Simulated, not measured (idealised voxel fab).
The following is a process module called voxel ribs on slabs.
It is cross-section cut that appears here, measuring 155 nm in width, its square cells being 5 nm in size.
Cross-section layout: square cells on a grid; listed as bands, top to bottom; a band spans one or more cell rows. Top height, bottom height, nm. Materials left to right, width each, nm. Single material + "everywhere" = fills band edge to edge. "blank" = empty. Height is counted from the level 0, under which the received wafer is composed throughout of one material. The lowest of the bands is not closed at the bottom but continues downward, in the notation "0 nm and below". So if you see something like "30->40" for the width, read it as the top row of the band sitting at the first number and the bottom row at the second, with every row in between moving by the same amount as the last. "nothing altered" after a step means that no cell of the cross-section changed. "Enclosed void listing" lists enclosed empty spaces (at least 8 cells, no open path upward to the top), each as width x height at distance from the left edge, in nm. Past the settings on a step's line: simulator remark, on that step. overlay nm, on a step with a mask: how far to the right of its planned place the mask lay; to the left if negative.

[Here's what the planned process steps look like]
1,RECEIVE: material Si
2,DIRECTIONAL_DEP: material SiO2, thk nm 20
3,DIRECTIONAL_DEP: material SiN, thk nm 20
4,DIRECTIONAL_DEP: material aC, thk nm 10
5,PATTERN: tone cover, mask id RIB, material resist, width nm 15, thk nm 25, overlay nm 0
6,DIRECTIONAL_ETCH: etch materials aC, depth nm 10
7,STRIP: etch materials resist
8,DIRECTIONAL_ETCH: etch materials SiN, depth nm 5
9,STRIP: etch materials aC
10,MASKED_ETCH: tone cover, mask id SLAB, width nm 65, etch materials SiN, depth nm 15, overlay nm 0
11,FILL_DEP: material SiO2, thk nm 25
12,CMP: height nm 60
13,DIRECTIONAL_DEP: material TiN, thk nm 5
14,DIRECTIONAL_DEP: material aC, thk nm 15
15,PATTERN: tone cover, mask id HEATER, material resist, width nm 25, thk nm 35, overlay nm 0
16,DIRECTIONAL_ETCH: etch materials aC, depth nm 15
17,STRIP: etch materials resist
18,DIRECTIONAL_ETCH: etch materials TiN, depth nm 5
19,STRIP: etch materials aC
20,CONFORMAL_DEP: material SiN, thk nm 5

[So this is the incoming wafer in cross-section - it's already been through step 1]
> 0 nm and below = Si everywhere
> Enclosed void listing: none

[Starting wafer: above. Plan: above. Run: one mistake. Cross-section after the module: below]
> 70 nm to 65 nm = blank 60 nm; SiN 35 nm; blank 60 nm
> 65 nm to 60 nm = SiN 65 nm; TiN 25 nm; SiN 65 nm
> 60 nm to 55 nm = SiO2 70 nm; SiN 15 nm; SiO2 70 nm
> 55 nm to 40 nm = SiO2 45 nm; SiN 65 nm; SiO2 45 nm
> 40 nm to 0 nm = SiO2 everywhere
> 0 nm and below = Si everywhere
> Enclosed void listing: none
Finding, execution versus plan: step 2 of the plan was carried out twice
